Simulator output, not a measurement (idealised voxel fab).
process module | voxel transistor to metal
cross-section cut | 145 nm wide | cells 5 nm
A cross-section is a grid of square cells, given in bands from the top down. A band is one or more rows of cells.
Each band's line starts with the height of the band's top and of its bottom, in nm. Then come its materials from left to right, each with its width in nm. One material with "throughout" fills the band from edge to edge. "air" is empty space.
Height 0 is the level under which the wafer as received is all one material. The lowest band goes on downwards, as in "0 down".
A width such as "30 to 40" changes by the same amount from each row of cells to the next, from the band's top row to its bottom row.
"no change" after a step means that no cell of the cross-section changed.
closed voids: empty space of 8 cells or more with no open way to the top, each as width x height at its distance from the left edge, in nm
after a step's settings: what the simulator itself notes on the step
overlay nm, on a step with a mask: how far to the right of its planned place the mask lay; to the left if negative
plan
1 op RECEIVE | material Si
2 op OXIDIZE | depth nm 5
3 op CONFORMAL_DEP | material SiN | thk nm 10
4 op MASKED_ETCH | tone cover | mask id ACTIVE | width nm 85 | etch materials SiN | depth nm 10 | overlay nm 0
5 op MASKED_ETCH | tone cover | mask id ACTIVE | width nm 95 | etch materials SiO2 | depth nm 5 | overlay nm 0
6 op MASKED_ETCH | tone cover | mask id ACTIVE | width nm 95 | etch materials Si | depth nm 20 | overlay nm 0
7 op FILL_DEP | material SiO2 | thk nm 10
8 op CMP | height nm 10
9 op SELECTIVE_ETCH | etch materials SiO2 | depth nm 5
10 op STRIP | etch materials SiN
11 op SELECTIVE_ETCH | etch materials SiO2 | depth nm 5
12 op OXIDIZE | depth nm 5
13 op DIRECTIONAL_DEP | material polySi | thk nm 25
14 op DIRECTIONAL_DEP | material SiCN | thk nm 10
15 op MASKED_ETCH | tone cover | mask id GATE | width nm 25 | etch materials SiCN | depth nm 20 | overlay nm 0
16 op MASKED_ETCH | tone cover | mask id GATE | width nm 25 | etch materials polySi | depth nm 35 | overlay nm 0
17 op CONFORMAL_DEP | material SiN | thk nm 10
18 op DIRECTIONAL_ETCH | etch materials SiN | depth nm 10
19 op DIRECTIONAL_ETCH | etch materials SiO2 | depth nm 5
20 op DIRECTIONAL_ETCH | etch materials Si | depth nm 15
21 op EPI | material SiGe | thk nm 20
22 op FILL_DEP | material SiO2 | thk nm 10
23 op CMP | height nm 30
24 op DIRECTIONAL_DEP | material SiO2 | thk nm 15
25 op DIRECTIONAL_DEP | material aC | thk nm 15
26 op PATTERN | tone open | mask id CONTACT | material resist | width nm 25 | pitch nm 60 | thk nm 30 | overlay nm 0
27 op DIRECTIONAL_ETCH | etch materials aC | depth nm 15
28 op STRIP | etch materials resist
29 op DIRECTIONAL_ETCH | etch materials SiO2 | depth nm 35
30 op STRIP | etch materials aC
31 op CONFORMAL_DEP | material TiN | thk nm 5
32 op FILL_DEP | material Ru | thk nm 5
33 op CMP | height nm 45
34 op CONFORMAL_DEP | material SiN | thk nm 5
35 op DIRECTIONAL_DEP | material SiO2 | thk nm 20
36 op PATTERN | tone open | mask id METAL_1 | material resist | width nm 15 | pitch nm 70 | thk nm 15 | overlay nm 0
37 op DIRECTIONAL_ETCH | etch materials SiO2 | depth nm 20
38 op DIRECTIONAL_ETCH | etch materials SiN | depth nm 5
39 op STRIP | etch materials resist
40 op CONFORMAL_DEP | material TiN | thk nm 5
41 op FILL_DEP | material W | thk nm 5
42 op CMP | height nm 70
43 op CONFORMAL_DEP | material SiCN | thk nm 5
varied across the wafers: width nm of step 4. The plan shows the first wafer's value. All wafers start alike
first wafer as received, after step 1
  0 down: Si throughout
  closed voids: none
each wafer at the end: cells of each material gained (+) or lost (-) since it was received, then its closed voids
width nm 85 | +28 Ru | -106 Si | +39 SiCN | +50 SiGe | +55 SiN | +280 SiO2 | +56 TiN | +8 W | +25 polySi | closed voids: none
width nm 90 | +28 Ru | -109 Si | +39 SiCN | +57 SiGe | +55 SiN | +276 SiO2 | +56 TiN | +8 W | +25 polySi | closed voids: none
width nm 95 | +28 Ru | -112 Si | +39 SiCN | +64 SiGe | +55 SiN | +272 SiO2 | +56 TiN | +8 W | +25 polySi | closed voids: none
width nm 100 | +28 Ru | -112 Si | +39 SiCN | +71 SiGe | +55 SiN | +265 SiO2 | +56 TiN | +8 W | +25 polySi | closed voids: none
width nm 105 | +28 Ru | -112 Si | +39 SiCN | +78 SiGe | +55 SiN | +258 SiO2 | +56 TiN | +8 W | +25 polySi | closed voids: none
width nm 110 | +28 Ru | -112 Si | +39 SiCN | +85 SiGe | +55 SiN | +251 SiO2 | +56 TiN | +8 W | +25 polySi | closed voids: none
